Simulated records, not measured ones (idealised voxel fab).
Process module, titled voxel ribs on slabs
The figure presents cross-section cut, which has a width of 220 nm and is divided into square cells with an edge length of 5 nm.
Heads up, the way a cross-section reads in here is a grid of square cells, handed over as bands from the top down, with every band being one or more rows of cells.
Band: top and bottom heights (nm) first, top before bottom; then materials from left to right, widths in nm. "throughout" marks a sole material filling the band edge to edge. "blank" denotes empty space.
All heights in this document are referenced to 0, defined as the level beneath which the wafer, as received, consists entirely of one material. The lowest band is not bounded below; it extends indefinitely downward and is written in the form "z 0 and below".
Width "30..40": first value at the band's top row of cells, second value at its bottom row, equal change from row to row.
When a step is marked "no change", none of the cells in the cross-section changed during that step.
"Fully sealed cavities" contains a list of empty spaces, each no smaller than 8 cells and without an open way to the top, written in the form width x height at distance with the distance from the left edge and all three in nm.
Note: text after step settings on the step line = simulator remark on that step.
"overlay nm" on a masked step: distance the mask lay right of its planned place, negative for left.
Read each pair as before and after one process step. The after cross-section shows only down to the lowest band that changed. The step between them and its settings are given below the pair. Pairs can come from different runs of this module on the same starting wafer. A pair continues from the pair above only where its "Status quo ante" entry says so.

# Status quo ante
	z 60 to 55: 95 of TiN, then 30 of blank, then 95 of TiN
	z 55 to 45: SiO2 throughout
	z 45 to 35: 100 of SiO2, then 20 of polySi, then 100 of SiO2
	z 35 to 30: 75 of SiO2, then 70 of polySi, then 75 of SiO2
	z 30 to 0: SiO2 throughout
	z 0 and below: Si throughout
	Fully sealed cavities: none

# State After Step
	z 65 to 60: 100 of SiO2, then 20 of blank, then 100 of SiO2
	z 60 to 55: 95 of TiN, then 30 of SiO2, then 95 of TiN
	Everything under 55 stays put, no change at all.
	Fully sealed cavities: none
Which step turns the before cross-section above into the after cross-section? CONFORMAL_DEP (material SiO2; thk nm 5)
